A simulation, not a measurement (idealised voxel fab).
process module | voxel plated lines
cross-section cut | 220 nm wide | cells 5 nm
A cross-section is a grid of square cells, given in bands from the top down. A band is one or more rows of cells.
Each band's line starts with the height of the band's top and of its bottom, in nm. Then come its materials from left to right, each with its width in nm. One material with "throughout" fills the band from edge to edge. "air" is empty space.
Height 0 is the level under which the wafer as received is all one material. The lowest band goes on downwards, as in "0 down".
A width such as "30 to 40" changes by the same amount from each row of cells to the next, from the band's top row to its bottom row.
"no change" after a step means that no cell of the cross-section changed.
closed voids: empty space of 8 cells or more with no open way to the top, each as width x height at its distance from the left edge, in nm
after a step's settings: what the simulator itself notes on the step
overlay nm, on a step with a mask: how far to the right of its planned place the mask lay; to the left if negative
plan
1 op RECEIVE | material Si
2 op CONFORMAL_DEP | material Al2O3 | thk nm 15
3 op DIRECTIONAL_DEP | material TiN | thk nm 5
4 op PATTERN | tone open | mask id LINES | material resist | width nm 15 | pitch nm 30 | thk nm 40 | overlay nm -15
5 op EPI | material Ru | thk nm 5
6 op EPI | material Ru | thk nm 10
7 op EPI | material Ru | thk nm 5
8 op STRIP | etch materials resist
9 op DIRECTIONAL_ETCH | etch materials TiN | depth nm 5
10 op CONFORMAL_DEP | material SiCN | thk nm 5
varied across the wafers: overlay nm of step 4. The plan shows the first wafer's value. All wafers start alike
first wafer as received, after step 1
  0 down: Si throughout
  closed voids: none
each wafer at the end: cells of each material gained (+) or lost (-) since it was received, then its closed voids
overlay nm -15 | +132 Al2O3 | +36 Ru | +74 SiCN | +9 TiN | closed voids: none
overlay nm -10 | +132 Al2O3 | +36 Ru | +74 SiCN | +9 TiN | closed voids: none
overlay nm -5 | +132 Al2O3 | +36 Ru | +74 SiCN | +9 TiN | closed voids: none
overlay nm 0 | +132 Al2O3 | +36 Ru | +74 SiCN | +9 TiN | closed voids: none
overlay nm 5 | +132 Al2O3 | +36 Ru | +74 SiCN | +9 TiN | closed voids: none
overlay nm 10 | +132 Al2O3 | +36 Ru | +74 SiCN | +9 TiN | closed voids: none
overlay nm 15 | +132 Al2O3 | +36 Ru | +74 SiCN | +9 TiN | closed voids: none
